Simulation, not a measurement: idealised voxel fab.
Herein follows the process module entitled voxel ribs on slabs.
Each square cell in cross-section cut measures 5 nm, and the section as a whole is 145 nm wide.
Heads up, the way a cross-section reads in here is a grid of square cells, handed over as bands from the top down, with every band being one or more rows of cells. Per band: top height and bottom height in nm, followed by the left-to-right materials and their widths in nm; "all across" marks a single material spanning edge to edge, "blank" marks empty space. Measure heights from 0. That's the level where, below it, the as-received wafer is all one material. The lowest band is bottomless and extends downward; write it as in "0 and below". Read "30->40" as a graded width: first number on top, second number at the bottom, same change between each pair of neighbouring rows. It should be understood that the words "remained the same", when stated for a given step, signify that the cross-section underwent no change in any of its cells during that step. Closed empty spaces (no open way to the top) of 8 cells or more are what "Non-vented voids" lists, each as width x height at distance from the left edge, nm for all three. What comes after the settings on a step's line is commentary from the simulator itself on that step. "overlay nm" denotes, for a step that has a mask, the displacement of the mask to the right of its planned place, with negative values corresponding to the left.
**Process steps (planned)**
1: RECEIVE with material Si
2: DIRECTIONAL_DEP with material SiO2, thk nm 20
3: DIRECTIONAL_DEP with material polySi, thk nm 20
4: DIRECTIONAL_DEP with material aC, thk nm 15
5: PATTERN with tone cover, mask id RIB, material resist, width nm 15, thk nm 35, overlay nm 0
6: DIRECTIONAL_ETCH with etch materials aC, depth nm 15
7: STRIP with etch materials resist
8: DIRECTIONAL_ETCH with etch materials polySi, depth nm 15
9: STRIP with etch materials aC
10: PATTERN with tone cover, mask id SLAB, material resist, width nm 65, thk nm 20, overlay nm 0
11: DIRECTIONAL_ETCH with etch materials polySi, depth nm 5
12: STRIP with etch materials resist
13: FILL_DEP with material SiO2, thk nm 20
14: CMP with height nm 50
15: DIRECTIONAL_DEP with material W, thk nm 5
16: MASKED_ETCH with tone cover, mask id HEATER, width nm 25, etch materials W, depth nm 5, overlay nm 0
17: CONFORMAL_DEP with material SiN, thk nm 5
**Cross-section of the wafer upon arrival, representing the state reached after step 1**
> 0 and below | Si all across
> Non-vented voids: none
**First of two wafers, end-of-module section, run followed plan**
> 60 down to 55 | blank: 55  SiN: 35  blank: 55
> 55 down to 50 | SiN: 60  W: 25  SiN: 60
> 50 down to 40 | SiO2 all across
> 40 down to 25 | SiO2: 65  polySi: 15  SiO2: 65
> 25 down to 20 | SiO2: 40  polySi: 65  SiO2: 40
> 20 down to 0 | SiO2 all across
> 0 and below | Si all across
> Non-vented voids: none
**Cross-sectional view: second of two wafers, end of module; start and plan identical to the first, one mistake in running**
> 60 down to 55 | SiN: 65  blank: 15  SiN: 65
> 55 down to 50 | W: 60  SiN: 25  W: 60
> 50 down to 40 | SiO2 all across
> 40 down to 25 | SiO2: 65  polySi: 15  SiO2: 65
> 25 down to 20 | SiO2: 40  polySi: 65  SiO2: 40
> 20 down to 0 | SiO2 all across
> 0 and below | Si all across
> Non-vented voids: none
What was the processing mistake? step 16 was run on a setting that differed from the plan, and what really ran there is MASKED_ETCH with tone open, mask id HEATER, width nm 25, etch materials W, depth nm 5, overlay nm 0
FYI, end of process, the second wafer has more or fewer cells of some materials than the first: 19 more of W
